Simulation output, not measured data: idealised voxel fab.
voxel lift off: a process module
Displayed cross-section: cut, width of 175 nm, square cells sized 5 nm.
Format of a cross-section: grid, square cells. Given as bands. Order: top down. Band: one or more rows of cells. Read a band's entry like this: the first values are the height of its top and the height of its bottom in nm, and what follows is the sequence of materials from left to right, each with its width in nm. Note that "blank" is empty space, and that a single material marked "all across" reaches across the band from edge to edge. Height reference: 0 = level under which incoming wafer is all one material. Lowest band: no bottom, runs on downward, e.g. "0 down". With a width like "30 to 40", each row of cells in the band differs from the next by the same amount, the top row carrying the first number and the bottom row the second. "nothing altered" after a step means that no cell of the cross-section changed. The list in "Closed void catalog" covers empty spaces of 8 cells or more that cannot reach the top through any open way, and it gives each as width x height at distance; the distance is from the left edge, and width, height and distance are in nm. Past the settings on a step's line: simulator remark, on that step. Among the settings permitted on a step's line is "overlay nm"; applied to a step with a mask, it specifies the extent to which the mask lay to the right of its planned position, whereas a negative figure signifies a position to the left.

The planned process steps are enumerated hereunder:
- 1: RECEIVE | material Si
- 2: CONFORMAL_DEP | material SiN | thk nm 10
- 3: PATTERN | tone open | mask id LINES | material resist | width nm 15 | pitch nm 45 | thk nm 20 | overlay nm 0
- 4: DIRECTIONAL_DEP | material Ru | thk nm 10
- 5: STRIP | etch materials resist
- 6: CONFORMAL_DEP | material SiN | thk nm 5

Wafer at receipt (post step 1), cross-section:
    0 down  Si all across
    Closed void catalog: none

first wafer at the end, as planned:
    25 to 20  30 blank  25 SiN  20 blank  25 SiN  20 blank  25 SiN  30 blank
    20 to 15  30 blank  5 SiN  15 Ru  5 SiN  20 blank  5 SiN  15 Ru  5 SiN  20 blank  5 SiN  15 Ru  5 SiN  30 blank
    15 to 10  35 SiN  15 Ru  30 SiN  15 Ru  30 SiN  15 Ru  35 SiN
    10 to 0  SiN all across
    0 down  Si all across
    Closed void catalog: none

Now the second wafer, cross-sectioned at the end of the module. Nothing different at the start, nothing different in the plan compared with the first, just one mistake when it was actually run:
    30 to 25  30 blank  25 SiN  20 blank  25 SiN  20 blank  25 SiN  30 blank
    25 to 15  30 blank  5 SiN  15 Ru  5 SiN  20 blank  5 SiN  15 Ru  5 SiN  20 blank  5 SiN  15 Ru  5 SiN  30 blank
    15 to 10  35 SiN  15 Ru  30 SiN  15 Ru  30 SiN  15 Ru  35 SiN
    10 to 0  SiN all across
    0 down  Si all across
    Closed void catalog: none
It is concluded that the wafer was processed incorrectly with respect to the plan, in that step 4 ran as: DIRECTIONAL_DEP | material Ru | thk nm 15
The final cell counts differ between the wafers, with the second having more or fewer of some materials than the first: +9 Ru | +6 SiN
